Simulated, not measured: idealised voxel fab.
You're looking at the process module voxel self aligned contacts.
Pictured: cross-section cut, 215 nm wide, on a grid of 5 nm square cells.
Cross-section layout: square cells on a grid; listed as bands, top to bottom; a band spans one or more cell rows. Quick guide to a band line: top height, bottom height (nm) up front; then every material left to right with its width in nm. Only one material and it's marked "everywhere"? Then it fills the band edge to edge. And "air" just means empty space. Measure heights from 0. That's the level where, below it, the as-received wafer is all one material. The lowest band is bottomless and extends downward; write it as in "from 0 down". The expression "30->40" gives the width at the extremes of the band, the first number at its top row of cells and the second at its bottom row, with the width changing by equal amounts from each row to the next in between. "same as before" (step): cross-section cells unchanged, all of them. For the entry "closed voids", the listed items are empty spaces with no open way to the top whose size is 8 cells or more; each item follows the pattern width x height at distance, where distance is from the left edge and all three are in nm. Whatever follows a step's settings on its line is a remark the simulator itself makes about that step. The setting "overlay nm" may be written on the line of a step. When the step uses a mask, the value reports how far to the right of the planned place the mask lay, and a negative value reports that it lay to the left.
### Intended process steps
1) RECEIVE [material Si]
2) CONFORMAL_DEP [material SiO2] [thk nm 5]
3) DIRECTIONAL_DEP [material polySi] [thk nm 20]
4) DIRECTIONAL_DEP [material SiN] [thk nm 25]
5) PATTERN [tone cover] [mask id GATE] [material resist] [width nm 35] [pitch nm 75] [thk nm 15] [overlay nm 0]
6) DIRECTIONAL_ETCH [etch materials SiN] [depth nm 25]
7) DIRECTIONAL_ETCH [etch materials polySi] [depth nm 20]
8) STRIP [etch materials resist]
9) CONFORMAL_DEP [material SiN] [thk nm 10]
10) DIRECTIONAL_ETCH [etch materials SiN] [depth nm 10]
11) FILL_DEP [material SiO2] [thk nm 20]
12) CMP [height nm 60]
13) DIRECTIONAL_DEP [material aC] [thk nm 10]
14) PATTERN [tone open] [mask id CONTACT] [material resist] [width nm 50] [pitch nm 75] [thk nm 25] [overlay nm 0]
15) DIRECTIONAL_ETCH [etch materials aC] [depth nm 10]
16) STRIP [etch materials resist]
17) DIRECTIONAL_ETCH [etch materials SiO2] [depth nm 60]
18) STRIP [etch materials aC]
19) CONFORMAL_DEP [material TiN] [thk nm 5]
20) FILL_DEP [material Ru] [thk nm 10]
21) CMP [height nm 60]
22) CONFORMAL_DEP [material SiCN] [thk nm 5]
### The first of a set of two wafers, run to plan
### This is the cross-section of the wafer as we received it, i.e. after step 1
	from 0 down: Si everywhere
	closed voids: none
### Once step 2 is through, the wafer looks like this in cross-section
	from 5 to 0: SiO2 everywhere
	Anything lower than 0 is untouched.
### Once step 3 is through, the wafer looks like this in cross-section
	from 25 to 5: polySi everywhere
	Anything lower than 5 is untouched.
### Once step 4 is through, the wafer looks like this in cross-section
	from 50 to 25: SiN everywhere
	Anything lower than 25 is untouched.
### Once step 5 is through, the wafer looks like this in cross-section
	from 65 to 50: 15 air / 35 resist / 40 air / 35 resist / 40 air / 35 resist / 15 air
	Anything lower than 50 is untouched.
### Once step 6 is through, the wafer looks like this in cross-section
	from 65 to 50: 15 air / 35 resist / 40 air / 35 resist / 40 air / 35 resist / 15 air
	from 50 to 25: 15 air / 35 SiN / 40 air / 35 SiN / 40 air / 35 SiN / 15 air
	Anything lower than 25 is untouched.
### Once step 7 is through, the wafer looks like this in cross-section
	from 65 to 50: 15 air / 35 resist / 40 air / 35 resist / 40 air / 35 resist / 15 air
	from 50 to 25: 15 air / 35 SiN / 40 air / 35 SiN / 40 air / 35 SiN / 15 air
	from 25 to 5: 15 air / 35 polySi / 40 air / 35 polySi / 40 air / 35 polySi / 15 air
	Anything lower than 5 is untouched.
### Once step 8 is through, the wafer looks like this in cross-section
	from 50 to 25: 15 air / 35 SiN / 40 air / 35 SiN / 40 air / 35 SiN / 15 air
	Anything lower than 25 is untouched.
### Once step 9 is through, the wafer looks like this in cross-section
	from 60 to 25: 5 air / 55 SiN / 20 air / 55 SiN / 20 air / 55 SiN / 5 air
	from 25 to 15: 5 air / 10 SiN / 35 polySi / 10 SiN / 20 air / 10 SiN / 35 polySi / 10 SiN / 20 air / 10 SiN / 35 polySi / 10 SiN / 5 air
	from 15 to 5: 15 SiN / 35 polySi / 40 SiN / 35 polySi / 40 SiN / 35 polySi / 15 SiN
	Anything lower than 5 is untouched.
### Once step 10 is through, the wafer looks like this in cross-section
	from 50 to 25: 5 air / 55 SiN / 20 air / 55 SiN / 20 air / 55 SiN / 5 air
	from 25 to 5: 5 air / 10 SiN / 35 polySi / 10 SiN / 20 air / 10 SiN / 35 polySi / 10 SiN / 20 air / 10 SiN / 35 polySi / 10 SiN / 5 air
	Anything lower than 5 is untouched.
### Once step 11 is through, the wafer looks like this in cross-section
	from 70 to 50: SiO2 everywhere
	from 50 to 25: 5 SiO2 / 55 SiN / 20 SiO2 / 55 SiN / 20 SiO2 / 55 SiN / 5 SiO2
	from 25 to 5: 5 SiO2 / 10 SiN / 35 polySi / 10 SiN / 20 SiO2 / 10 SiN / 35 polySi / 10 SiN / 20 SiO2 / 10 SiN / 35 polySi / 10 SiN / 5 SiO2
	Anything lower than 5 is untouched.
### Once step 12 is through, the wafer looks like this in cross-section
	from 60 to 50: SiO2 everywhere
	Anything lower than 50 is untouched.
### Once step 13 is through, the wafer looks like this in cross-section
	from 70 to 60: aC everywhere
	Anything lower than 60 is untouched.
### Once step 14 is through, the wafer looks like this in cross-section
	from 95 to 70: 45 resist / 50 air / 25 resist / 50 air / 45 resist
	Anything lower than 70 is untouched.
### Once step 15 is through, the wafer looks like this in cross-section
	from 85 to 70: 45 resist / 50 air / 25 resist / 50 air / 45 resist
	from 70 to 60: 45 aC / 50 air / 25 aC / 50 air / 45 aC
	Anything lower than 60 is untouched.
### Once step 16 is through, the wafer looks like this in cross-section
	from 70 to 60: 45 aC / 50 air / 25 aC / 50 air / 45 aC
	Anything lower than 60 is untouched.
### Once step 17 is through, the wafer looks like this in cross-section
	from 70 to 60: 45 aC / 50 air / 25 aC / 50 air / 45 aC
	from 60 to 50: 45 SiO2 / 50 air / 25 SiO2 / 50 air / 45 SiO2
	from 50 to 25: 5 SiO2 / 55 SiN / 20 air / 55 SiN / 20 air / 55 SiN / 5 SiO2
	from 25 to 5: 5 SiO2 / 10 SiN / 35 polySi / 10 SiN / 20 air / 10 SiN / 35 polySi / 10 SiN / 20 air / 10 SiN / 35 polySi / 10 SiN / 5 SiO2
	from 5 to 0: 60 SiO2 / 20 air / 55 SiO2 / 20 air / 60 SiO2
	Anything lower than 0 is untouched.
### Once step 18 is through, the wafer looks like this in cross-section
	from 60 to 50: 45 SiO2 / 50 air / 25 SiO2 / 50 air / 45 SiO2
	Anything lower than 50 is untouched.
### Once step 19 is through, the wafer looks like this in cross-section
	from 65 to 60: 50 TiN / 40 air / 35 TiN / 40 air / 50 TiN
	from 60 to 50: 45 SiO2 / 5->20 TiN / 40->10 air / 5->20 TiN / 25 SiO2 / 5->20 TiN / 40->10 air / 5->20 TiN / 45 SiO2
	from 50 to 25: 5 SiO2 / 55 SiN / 5 TiN / 10 air / 5 TiN / 55 SiN / 5 TiN / 10 air / 5 TiN / 55 SiN / 5 SiO2
	from 25 to 5: 5 SiO2 / 10 SiN / 35 polySi / 10 SiN / 5 TiN / 10 air / 5 TiN / 10 SiN / 35 polySi / 10 SiN / 5 TiN / 10 air / 5 TiN / 10 SiN / 35 polySi / 10 SiN / 5 SiO2
	from 5 to 0: 60 SiO2 / 20 TiN / 55 SiO2 / 20 TiN / 60 SiO2
	Anything lower than 0 is untouched.
### Once step 20 is through, the wafer looks like this in cross-section
	from 75 to 65: Ru everywhere
	from 65 to 60: 50 TiN / 40 Ru / 35 TiN / 40 Ru / 50 TiN
	from 60 to 50: 45 SiO2 / 5->20 TiN / 40->10 Ru / 5->20 TiN / 25 SiO2 / 5->20 TiN / 40->10 Ru / 5->20 TiN / 45 SiO2
	from 50 to 25: 5 SiO2 / 55 SiN / 5 TiN / 10 Ru / 5 TiN / 55 SiN / 5 TiN / 10 Ru / 5 TiN / 55 SiN / 5 SiO2
	from 25 to 5: 5 SiO2 / 10 SiN / 35 polySi / 10 SiN / 5 TiN / 10 Ru / 5 TiN / 10 SiN / 35 polySi / 10 SiN / 5 TiN / 10 Ru / 5 TiN / 10 SiN / 35 polySi / 10 SiN / 5 SiO2
	Anything lower than 5 is untouched.
### Once step 21 is through, the wafer looks like this in cross-section
	from 60 to 50: 45 SiO2 / 5->20 TiN / 40->10 Ru / 5->20 TiN / 25 SiO2 / 5->20 TiN / 40->10 Ru / 5->20 TiN / 45 SiO2
	Anything lower than 50 is untouched.
### Once step 22 is through, the wafer looks like this in cross-section
	from 65 to 60: SiCN everywhere
	Anything lower than 60 is untouched.
### Wafer two: like wafer one in start and plan, but with one mistake in execution; identical up to and including step 3
### Planned end of step 4: second wafer, cross-section
	from 75 to 25: SiN everywhere
	Anything lower than 25 is untouched.
### Planned end of step 5: second wafer, cross-section
	from 90 to 75: 15 air / 35 resist / 40 air / 35 resist / 40 air / 35 resist / 15 air
	Anything lower than 75 is untouched.
### Planned end of step 6: second wafer, cross-section
	from 90 to 75: 15 air / 35 resist / 40 air / 35 resist / 40 air / 35 resist / 15 air
	from 75 to 50: 15 air / 35 SiN / 40 air / 35 SiN / 40 air / 35 SiN / 15 air
	Anything lower than 50 is untouched.
Planned end of step 7: second wafer, cross-section: same as before
### Planned end of step 8: second wafer, cross-section
	from 75 to 50: 15 air / 35 SiN / 40 air / 35 SiN / 40 air / 35 SiN / 15 air
	Anything lower than 50 is untouched.
### Planned end of step 9: second wafer, cross-section
	from 85 to 60: 5 air / 55 SiN / 20 air / 55 SiN / 20 air / 55 SiN / 5 air
	from 60 to 25: SiN everywhere
	Anything lower than 25 is untouched.
### Planned end of step 10: second wafer, cross-section
	from 75 to 50: 5 air / 55 SiN / 20 air / 55 SiN / 20 air / 55 SiN / 5 air
	Anything lower than 50 is untouched.
### Planned end of step 11: second wafer, cross-section
	from 95 to 75: SiO2 everywhere
	from 75 to 50: 5 SiO2 / 55 SiN / 20 SiO2 / 55 SiN / 20 SiO2 / 55 SiN / 5 SiO2
	Anything lower than 50 is untouched.
### Planned end of step 12: second wafer, cross-section
	from 60 to 50: 5 SiO2 / 55 SiN / 20 SiO2 / 55 SiN / 20 SiO2 / 55 SiN / 5 SiO2
	Anything lower than 50 is untouched.
### Planned end of step 13: second wafer, cross-section
	from 70 to 60: aC everywhere
	Anything lower than 60 is untouched.
### Planned end of step 14: second wafer, cross-section
	from 95 to 70: 45 resist / 50 air / 25 resist / 50 air / 45 resist
	Anything lower than 70 is untouched.
### Planned end of step 15: second wafer, cross-section
	from 85 to 70: 45 resist / 50 air / 25 resist / 50 air / 45 resist
	from 70 to 60: 45 aC / 50 air / 25 aC / 50 air / 45 aC
	Anything lower than 60 is untouched.
### Planned end of step 16: second wafer, cross-section
	from 70 to 60: 45 aC / 50 air / 25 aC / 50 air / 45 aC
	Anything lower than 60 is untouched.
### Planned end of step 17: second wafer, cross-section
	from 70 to 60: 45 aC / 50 air / 25 aC / 50 air / 45 aC
	from 60 to 50: 5 SiO2 / 55 SiN / 20 air / 55 SiN / 20 air / 55 SiN / 5 SiO2
	Anything lower than 50 is untouched.
### Planned end of step 18: second wafer, cross-section
	from 60 to 50: 5 SiO2 / 55 SiN / 20 air / 55 SiN / 20 air / 55 SiN / 5 SiO2
	Anything lower than 50 is untouched.
### Planned end of step 19: second wafer, cross-section
	from 65 to 60: 65 TiN / 10 air / 65 TiN / 10 air / 65 TiN
	from 60 to 55: 5 SiO2 / 55 SiN / 5 TiN / 10 air / 5 TiN / 55 SiN / 5 TiN / 10 air / 5 TiN / 55 SiN / 5 SiO2
	from 55 to 50: 5 SiO2 / 55 SiN / 20 TiN / 55 SiN / 20 TiN / 55 SiN / 5 SiO2
	Anything lower than 50 is untouched.
### Planned end of step 20: second wafer, cross-section
	from 75 to 65: Ru everywhere
	from 65 to 60: 65 TiN / 10 Ru / 65 TiN / 10 Ru / 65 TiN
	from 60 to 55: 5 SiO2 / 55 SiN / 5 TiN / 10 Ru / 5 TiN / 55 SiN / 5 TiN / 10 Ru / 5 TiN / 55 SiN / 5 SiO2
	Anything lower than 55 is untouched.
### Planned end of step 21: second wafer, cross-section
	from 60 to 55: 5 SiO2 / 55 SiN / 5 TiN / 10 Ru / 5 TiN / 55 SiN / 5 TiN / 10 Ru / 5 TiN / 55 SiN / 5 SiO2
	Anything lower than 55 is untouched.
### Planned end of step 22: second wafer, cross-section
	from 65 to 60: SiCN everywhere
	Anything lower than 60 is untouched.
Deviation noted in wafer processing: plan step 4 was conducted twice
Cell-count delta at end, second wafer over first, by material: 52 fewer of Ru; 68 more of SiN; 52 fewer of SiO2; 52 fewer of TiN; 88 more of polySi
